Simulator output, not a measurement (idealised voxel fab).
Process module name: voxel quadruple lines
We display cut, a cross-section 265 nm in width whose square cells are each 5 nm.
Each cross-section below is a grid of square cells, stated as bands in top-down order, with one or more rows of cells making up each band. Each band's line starts with the height of the band's top and of its bottom, in nm. Then come its materials from left to right, each with its width in nm. One material with "throughout" fills the band from edge to edge. "empty" is empty space. Zero point of the height axis is 0; under it, received wafer = one material. Lowest band: continues down indefinitely, "from 0 down". So if you see something like "30->40" for the width, read it as the top row of the band sitting at the first number and the bottom row at the second, with every row in between moving by the same amount as the last. Step marked "no alteration"? Then no cell in the cross-section changed in it. The list in "Enclosed cavities" covers empty spaces of 8 cells or more that cannot reach the top through any open way, and it gives each as width x height at distance; the distance is from the left edge, and width, height and distance are in nm. On each step's line, the part that comes after the settings is the simulator's own comment on the step. The setting "overlay nm" may be written on the line of a step. When the step uses a mask, the value reports how far to the right of the planned place the mask lay, and a negative value reports that it lay to the left.

[The planned process steps are enumerated hereunder]
1: RECEIVE | material Si
2: CONFORMAL_DEP | material SiO2 | thk nm 10
3: DIRECTIONAL_DEP | material Ru | thk nm 15
4: DIRECTIONAL_DEP | material polySi | thk nm 20
5: DIRECTIONAL_DEP | material aC | thk nm 25
6: PATTERN | tone cover | mask id MANDREL | material resist | width nm 25 | thk nm 35 | overlay nm -15
7: DIRECTIONAL_ETCH | etch materials aC | depth nm 25
8: STRIP | etch materials resist
9: CONFORMAL_DEP | material SiO2 | thk nm 15
10: DIRECTIONAL_ETCH | etch materials SiO2 | depth nm 15
11: STRIP | etch materials aC
12: DIRECTIONAL_ETCH | etch materials polySi | depth nm 20
13: STRIP | etch materials SiO2
14: CONFORMAL_DEP | material SiN | thk nm 5
15: DIRECTIONAL_ETCH | etch materials SiN | depth nm 5
16: STRIP | etch materials polySi
17: DIRECTIONAL_ETCH | etch materials Ru | depth nm 15
18: STRIP | etch materials SiN
The value of overlay nm given for step 6 in the plan refers to the first wafer; the wafers vary in this setting and are alike at the start.

[Cross-section, first of several wafers, as delivered after step 1]
- from 0 down = Si throughout
- Enclosed cavities: none

[Cross-section after step 18, the final step of the module, for the first of several wafers]
- from 25 to 10 = 85 nm empty / 5 nm Ru / 15 nm empty / 5 nm Ru / 15 nm empty / 5 nm Ru / 15 nm empty / 5 nm Ru / 115 nm empty
- from 10 to 0 = SiO2 throughout
- from 0 down = Si throughout
- Enclosed cavities: none

[Last-wafer cross-section at the end of the module]
- from 25 to 10 = 115 nm empty / 5 nm Ru / 15 nm empty / 5 nm Ru / 15 nm empty / 5 nm Ru / 15 nm empty / 5 nm Ru / 85 nm empty
- from 10 to 0 = SiO2 throughout
- from 0 down = Si throughout
- Enclosed cavities: none

[Where each wafer stands at the end of the module, a row apiece: cells of each material gained (+) or lost (-) since it was received, then closed voids]
overlay nm -15 | +12 Ru | +106 SiO2 | Enclosed cavities: none
overlay nm -10 | +12 Ru | +106 SiO2 | Enclosed cavities: none
overlay nm -5 | +12 Ru | +106 SiO2 | Enclosed cavities: none
overlay nm 0 | +12 Ru | +106 SiO2 | Enclosed cavities: none
overlay nm 5 | +12 Ru | +106 SiO2 | Enclosed cavities: none
overlay nm 10 | +12 Ru | +106 SiO2 | Enclosed cavities: none
overlay nm 15 | +12 Ru | +106 SiO2 | Enclosed cavities: none
